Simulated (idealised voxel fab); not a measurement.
process module | voxel wiring stack
cross-section cut | 160 nm wide | cells 5 nm
A cross-section is a grid of square cells, given in bands from the top down. A band is one or more rows of cells.
Each band's line starts with the height of the band's top and of its bottom, in nm. Then come its materials from left to right, each with its width in nm. One material with "throughout" fills the band from edge to edge. "air" is empty space.
Height 0 is the level under which the wafer as received is all one material. The lowest band goes on downwards, as in "0 down".
A width such as "30 to 40" changes by the same amount from each row of cells to the next, from the band's top row to its bottom row.
"no change" after a step means that no cell of the cross-section changed.
closed voids: empty space of 8 cells or more with no open way to the top, each as width x height at its distance from the left edge, in nm
after a step's settings: what the simulator itself notes on the step
overlay nm, on a step with a mask: how far to the right of its planned place the mask lay; to the left if negative
plan
1 op RECEIVE | material Si
2 op CONFORMAL_DEP | material SiO2 | thk nm 15
3 op CONFORMAL_DEP | material SiCN | thk nm 5
4 op DIRECTIONAL_DEP | material SiO2 | thk nm 15
5 op PATTERN | tone open | mask id METAL_1 | material resist | width nm 20 | pitch nm 35 | thk nm 15 | overlay nm 0
6 op DIRECTIONAL_ETCH | etch materials SiO2 | depth nm 15
7 op DIRECTIONAL_ETCH | etch materials SiCN | depth nm 5
8 op STRIP | etch materials resist
9 op CONFORMAL_DEP | material TiN | thk nm 5
10 op FILL_DEP | material Ru | thk nm 5
11 op CMP | height nm 35
12 op EPI | material Ru | thk nm 5
13 op FILL_DEP | material SiCN | thk nm 5
14 op DIRECTIONAL_DEP | material lowk | thk nm 30
15 op DIRECTIONAL_DEP | material aC | thk nm 15
16 op PATTERN | tone open | mask id METAL_2_HOLES | material resist | width nm 15 | pitch nm 35 | thk nm 30 | overlay nm 0
17 op DIRECTIONAL_ETCH | etch materials aC | depth nm 15
18 op STRIP | etch materials resist
19 op DIRECTIONAL_ETCH | etch materials lowk | depth nm 30
20 op STRIP | etch materials aC
21 op MASKED_ETCH | tone open | mask id METAL_2 | width nm 20 | pitch nm 35 | etch materials lowk | depth nm 20 | overlay nm 0
22 op MASKED_ETCH | tone open | mask id METAL_2 | width nm 20 | pitch nm 35 | etch materials SiCN | depth nm 5 | overlay nm 0
23 op CONFORMAL_DEP | material TiN | thk nm 5
24 op FILL_DEP | material Cu | thk nm 10
25 op CMP | height nm 75
26 op CONFORMAL_DEP | material SiN | thk nm 5
first wafer, as planned
as received, after step 1
  0 down: Si throughout
  closed voids: none
after step 2
  15 to 0: SiO2 throughout
  below 0: unchanged
after step 3
  20 to 15: SiCN throughout
  below 15: unchanged
after step 4
  35 to 20: SiO2 throughout
  below 20: unchanged
after step 5
  50 to 35: resist 50 | air 20 | resist 15 | air 20 | resist 55
  below 35: unchanged
after step 6
  50 to 35: resist 50 | air 20 | resist 15 | air 20 | resist 55
  35 to 20: SiO2 50 | air 20 | SiO2 15 | air 20 | SiO2 55
  below 20: unchanged
after step 7
  50 to 35: resist 50 | air 20 | resist 15 | air 20 | resist 55
  35 to 20: SiO2 50 | air 20 | SiO2 15 | air 20 | SiO2 55
  20 to 15: SiCN 50 | air 20 | SiCN 15 | air 20 | SiCN 55
  below 15: unchanged
after step 8
  35 to 20: SiO2 50 | air 20 | SiO2 15 | air 20 | SiO2 55
  below 20: unchanged
after step 9
  40 to 35: TiN 55 | air 10 | TiN 25 | air 10 | TiN 60
  35 to 20: SiO2 50 | TiN 5 | air 10 | TiN 5 | SiO2 15 | TiN 5 | air 10 | TiN 5 | SiO2 55
  20 to 15: SiCN 50 | TiN 20 | SiCN 15 | TiN 20 | SiCN 55
  below 15: unchanged
after step 10
  45 to 40: Ru throughout
  40 to 35: TiN 55 | Ru 10 | TiN 25 | Ru 10 | TiN 60
  35 to 20: SiO2 50 | TiN 5 | Ru 10 | TiN 5 | SiO2 15 | TiN 5 | Ru 10 | TiN 5 | SiO2 55
  below 20: unchanged
after step 11
  35 to 20: SiO2 50 | TiN 5 | Ru 10 | TiN 5 | SiO2 15 | TiN 5 | Ru 10 | TiN 5 | SiO2 55
  below 20: unchanged
after step 12
  40 to 35: air 45 | Ru 30 | air 5 | Ru 30 | air 50
  below 35: unchanged
after step 13
  45 to 40: SiCN throughout
  40 to 35: SiCN 45 | Ru 30 | SiCN 5 | Ru 30 | SiCN 50
  below 35: unchanged
after step 14
  75 to 45: lowk throughout
  below 45: unchanged
after step 15
  90 to 75: aC throughout
  below 75: unchanged
after step 16
  120 to 90: resist 50 | air 15 | resist 20 | air 15 | resist 60
  below 90: unchanged
after step 17
  105 to 90: resist 50 | air 15 | resist 20 | air 15 | resist 60
  90 to 75: aC 50 | air 15 | aC 20 | air 15 | aC 60
  below 75: unchanged
after step 18
  90 to 75: aC 50 | air 15 | aC 20 | air 15 | aC 60
  below 75: unchanged
after step 19
  90 to 75: aC 50 | air 15 | aC 20 | air 15 | aC 60
  75 to 45: lowk 50 | air 15 | lowk 20 | air 15 | lowk 60
  below 45: unchanged
after step 20
  75 to 45: lowk 50 | air 15 | lowk 20 | air 15 | lowk 60
  below 45: unchanged
after step 21
  75 to 55: lowk 50 | air 20 | lowk 15 | air 20 | lowk 55
  below 55: unchanged
after step 22
  75 to 55: lowk 50 | air 20 | lowk 15 | air 20 | lowk 55
  55 to 45: lowk 50 | air 15 | lowk 20 | air 15 | lowk 60
  45 to 40: SiCN 50 | air 15 | SiCN 20 | air 15 | SiCN 60
  below 40: unchanged
after step 23
  80 to 75: TiN 55 | air 10 | TiN 25 | air 10 | TiN 60
  75 to 60: lowk 50 | TiN 5 | air 10 | TiN 5 | lowk 15 | TiN 5 | air 10 | TiN 5 | lowk 55
  60 to 55: lowk 50 | TiN 5 | air 5 | TiN 10 | lowk 15 | TiN 5 | air 5 | TiN 10 | lowk 55
  55 to 45: lowk 50 | TiN 5 | air 5 | TiN 5 | lowk 20 | TiN 5 | air 5 | TiN 5 | lowk 60
  45 to 40: SiCN 50 | TiN 15 | SiCN 20 | TiN 15 | SiCN 60
  below 40: unchanged
after step 24
  90 to 80: Cu throughout
  80 to 75: TiN 55 | Cu 10 | TiN 25 | Cu 10 | TiN 60
  75 to 60: lowk 50 | TiN 5 | Cu 10 | TiN 5 | lowk 15 | TiN 5 | Cu 10 | TiN 5 | lowk 55
  60 to 55: lowk 50 | TiN 5 | Cu 5 | TiN 10 | lowk 15 | TiN 5 | Cu 5 | TiN 10 | lowk 55
  55 to 45: lowk 50 | TiN 5 | Cu 5 | TiN 5 | lowk 20 | TiN 5 | Cu 5 | TiN 5 | lowk 60
  below 45: unchanged
after step 25
  75 to 60: lowk 50 | TiN 5 | Cu 10 | TiN 5 | lowk 15 | TiN 5 | Cu 10 | TiN 5 | lowk 55
  below 60: unchanged
after step 26
  80 to 75: SiN throughout
  below 75: unchanged
second wafer: like start, like plan, one mistake. Through step 24 it matches the first wafer
when step 25 should have ended
  85 to 80: Cu throughout
  below 80: unchanged
when step 26 should have ended
  90 to 85: SiN throughout
  below 85: unchanged
what went wrong: step 25 ran as: op CMP | height nm 85
at the end the second wafer has, in cells: 36 more of Cu | 28 more of TiN
